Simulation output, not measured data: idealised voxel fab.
process module | voxel gate over fins
cross-section cut | 270 nm wide | cells 5 nm
A cross-section is a grid of square cells, given in bands from the top down. A band is one or more rows of cells.
Each band's line starts with the height of the band's top and of its bottom, in nm. Then come its materials from left to right, each with its width in nm. One material with "throughout" fills the band from edge to edge. "air" is empty space.
Height 0 is the level under which the wafer as received is all one material. The lowest band goes on downwards, as in "0 down".
A width such as "30 to 40" changes by the same amount from each row of cells to the next, from the band's top row to its bottom row.
"no change" after a step means that no cell of the cross-section changed.
closed voids: empty space of 8 cells or more with no open way to the top, each as width x height at its distance from the left edge, in nm
after a step's settings: what the simulator itself notes on the step
overlay nm, on a step with a mask: how far to the right of its planned place the mask lay; to the left if negative
plan
1 op RECEIVE | material Si
2 op CONFORMAL_DEP | material SiN | thk nm 5
3 op PATTERN | tone cover | mask id FINS | material resist | width nm 15 | pitch nm 40 | thk nm 15 | overlay nm 0
4 op DIRECTIONAL_ETCH | etch materials SiN | depth nm 5
5 op DIRECTIONAL_ETCH | etch materials Si | depth nm 30
6 op STRIP | etch materials resist
7 op OXIDIZE | depth nm 5
8 op FILL_DEP | material SiO2 | thk nm 10
9 op CMP | height nm 5
10 op SELECTIVE_ETCH | etch materials SiO2 | depth nm 15
11 op STRIP | etch materials SiN
12 op CONFORMAL_DEP | material HfO2 | thk nm 5
13 op CONFORMAL_DEP | material TiN | thk nm 5
14 op FILL_DEP | material W | thk nm 10
15 op CMP | height nm 15
16 op CONFORMAL_DEP | material SiN | thk nm 5
first wafer, as planned
as received, after step 1
  0 down: Si throughout
  closed voids: none
after step 2
  5 to 0: SiN throughout
  below 0: unchanged
after step 3
  20 to 5: air 85 | resist 15 | air 25 | resist 15 | air 25 | resist 15 | air 90
  below 5: unchanged
after step 4
  20 to 5: air 85 | resist 15 | air 25 | resist 15 | air 25 | resist 15 | air 90
  5 to 0: air 85 | SiN 15 | air 25 | SiN 15 | air 25 | SiN 15 | air 90
  below 0: unchanged
after step 5
  20 to 5: air 85 | resist 15 | air 25 | resist 15 | air 25 | resist 15 | air 90
  5 to 0: air 85 | SiN 15 | air 25 | SiN 15 | air 25 | SiN 15 | air 90
  0 to -30: air 85 | Si 15 | air 25 | Si 15 | air 25 | Si 15 | air 90
  below -30: unchanged
after step 6
  5 to 0: air 85 | SiN 15 | air 25 | SiN 15 | air 25 | SiN 15 | air 90
  below 0: unchanged
after step 7
  5 to 0: air 85 | SiN 15 | air 25 | SiN 15 | air 25 | SiN 15 | air 90
  0 to -30: air 85 | SiO2 5 | Si 5 | SiO2 5 | air 25 | SiO2 5 | Si 5 | SiO2 5 | air 25 | SiO2 5 | Si 5 | SiO2 5 | air 90
  -30 to -35: SiO2 90 | Si 5 | SiO2 35 | Si 5 | SiO2 35 | Si 5 | SiO2 95
  below -35: unchanged
after step 8
  15 to 5: SiO2 throughout
  5 to 0: SiO2 85 | SiN 15 | SiO2 25 | SiN 15 | SiO2 25 | SiN 15 | SiO2 90
  0 to -35: SiO2 90 | Si 5 | SiO2 35 | Si 5 | SiO2 35 | Si 5 | SiO2 95
  below -35: unchanged
after step 9
  5 to 0: SiO2 85 | SiN 15 | SiO2 25 | SiN 15 | SiO2 25 | SiN 15 | SiO2 90
  below 0: unchanged
after step 10
  5 to 0: air 85 | SiN 15 | air 25 | SiN 15 | air 25 | SiN 15 | air 90
  0 to -10: air 90 | Si 5 | air 35 | Si 5 | air 35 | Si 5 | air 95
  below -10: unchanged
after step 11
  0 to -10: air 90 | Si 5 | air 35 | Si 5 | air 35 | Si 5 | air 95
  below -10: unchanged
after step 12
  5 to 0: air 85 | HfO2 15 | air 25 | HfO2 15 | air 25 | HfO2 15 | air 90
  0 to -5: air 85 | HfO2 5 | Si 5 | HfO2 5 | air 25 | HfO2 5 | Si 5 | HfO2 5 | air 25 | HfO2 5 | Si 5 | HfO2 5 | air 90
  -5 to -10: HfO2 90 | Si 5 | HfO2 35 | Si 5 | HfO2 35 | Si 5 | HfO2 95
  below -10: unchanged
after step 13
  10 to 5: air 80 | TiN 25 | air 15 | TiN 25 | air 15 | TiN 25 | air 85
  5 to 0: air 80 | TiN 5 | HfO2 15 | TiN 5 | air 15 | TiN 5 | HfO2 15 | TiN 5 | air 15 | TiN 5 | HfO2 15 | TiN 5 | air 85
  0 to -5: TiN 85 | HfO2 5 | Si 5 | HfO2 5 | TiN 25 | HfO2 5 | Si 5 | HfO2 5 | TiN 25 | HfO2 5 | Si 5 | HfO2 5 | TiN 90
  below -5: unchanged
after step 14
  20 to 10: W throughout
  10 to 5: W 80 | TiN 25 | W 15 | TiN 25 | W 15 | TiN 25 | W 85
  5 to 0: W 80 | TiN 5 | HfO2 15 | TiN 5 | W 15 | TiN 5 | HfO2 15 | TiN 5 | W 15 | TiN 5 | HfO2 15 | TiN 5 | W 85
  below 0: unchanged
after step 15
  15 to 10: W throughout
  below 10: unchanged
after step 16
  20 to 15: SiN throughout
  below 15: unchanged
second wafer: like start, like plan, one mistake. Through step 2 it matches the first wafer
when step 3 should have ended
  20 to 5: air 90 | resist 15 | air 25 | resist 15 | air 25 | resist 15 | air 85
  below 5: unchanged
when step 4 should have ended
  20 to 5: air 90 | resist 15 | air 25 | resist 15 | air 25 | resist 15 | air 85
  5 to 0: air 90 | SiN 15 | air 25 | SiN 15 | air 25 | SiN 15 | air 85
  below 0: unchanged
when step 5 should have ended
  20 to 5: air 90 | resist 15 | air 25 | resist 15 | air 25 | resist 15 | air 85
  5 to 0: air 90 | SiN 15 | air 25 | SiN 15 | air 25 | SiN 15 | air 85
  0 to -30: air 90 | Si 15 | air 25 | Si 15 | air 25 | Si 15 | air 85
  below -30: unchanged
when step 6 should have ended
  5 to 0: air 90 | SiN 15 | air 25 | SiN 15 | air 25 | SiN 15 | air 85
  below 0: unchanged
when step 7 should have ended
  5 to 0: air 90 | SiN 15 | air 25 | SiN 15 | air 25 | SiN 15 | air 85
  0 to -30: air 90 | SiO2 5 | Si 5 | SiO2 5 | air 25 | SiO2 5 | Si 5 | SiO2 5 | air 25 | SiO2 5 | Si 5 | SiO2 5 | air 85
  -30 to -35: SiO2 95 | Si 5 | SiO2 35 | Si 5 | SiO2 35 | Si 5 | SiO2 90
  below -35: unchanged
when step 8 should have ended
  15 to 5: SiO2 throughout
  5 to 0: SiO2 90 | SiN 15 | SiO2 25 | SiN 15 | SiO2 25 | SiN 15 | SiO2 85
  0 to -35: SiO2 95 | Si 5 | SiO2 35 | Si 5 | SiO2 35 | Si 5 | SiO2 90
  below -35: unchanged
when step 9 should have ended
  5 to 0: SiO2 90 | SiN 15 | SiO2 25 | SiN 15 | SiO2 25 | SiN 15 | SiO2 85
  below 0: unchanged
when step 10 should have ended
  5 to 0: air 90 | SiN 15 | air 25 | SiN 15 | air 25 | SiN 15 | air 85
  0 to -10: air 95 | Si 5 | air 35 | Si 5 | air 35 | Si 5 | air 90
  below -10: unchanged
when step 11 should have ended
  0 to -10: air 95 | Si 5 | air 35 | Si 5 | air 35 | Si 5 | air 90
  below -10: unchanged
when step 12 should have ended
  5 to 0: air 90 | HfO2 15 | air 25 | HfO2 15 | air 25 | HfO2 15 | air 85
  0 to -5: air 90 | HfO2 5 | Si 5 | HfO2 5 | air 25 | HfO2 5 | Si 5 | HfO2 5 | air 25 | HfO2 5 | Si 5 | HfO2 5 | air 85
  -5 to -10: HfO2 95 | Si 5 | HfO2 35 | Si 5 | HfO2 35 | Si 5 | HfO2 90
  below -10: unchanged
when step 13 should have ended
  10 to 5: air 85 | TiN 25 | air 15 | TiN 25 | air 15 | TiN 25 | air 80
  5 to 0: air 85 | TiN 5 | HfO2 15 | TiN 5 | air 15 | TiN 5 | HfO2 15 | TiN 5 | air 15 | TiN 5 | HfO2 15 | TiN 5 | air 80
  0 to -5: TiN 90 | HfO2 5 | Si 5 | HfO2 5 | TiN 25 | HfO2 5 | Si 5 | HfO2 5 | TiN 25 | HfO2 5 | Si 5 | HfO2 5 | TiN 85
  below -5: unchanged
when step 14 should have ended
  20 to 10: W throughout
  10 to 5: W 85 | TiN 25 | W 15 | TiN 25 | W 15 | TiN 25 | W 80
  5 to 0: W 85 | TiN 5 | HfO2 15 | TiN 5 | W 15 | TiN 5 | HfO2 15 | TiN 5 | W 15 | TiN 5 | HfO2 15 | TiN 5 | W 80
  below 0: unchanged
when step 15 should have ended
  15 to 10: W throughout
  below 10: unchanged
when step 16 should have ended
  20 to 15: SiN throughout
  below 15: unchanged
what went wrong: step 3 ran as: op PATTERN | tone cover | mask id FINS | material resist | width nm 15 | pitch nm 40 | thk nm 15 | overlay nm 5
at the end the second wafer has, in cells: as many of each material as the first, in other places
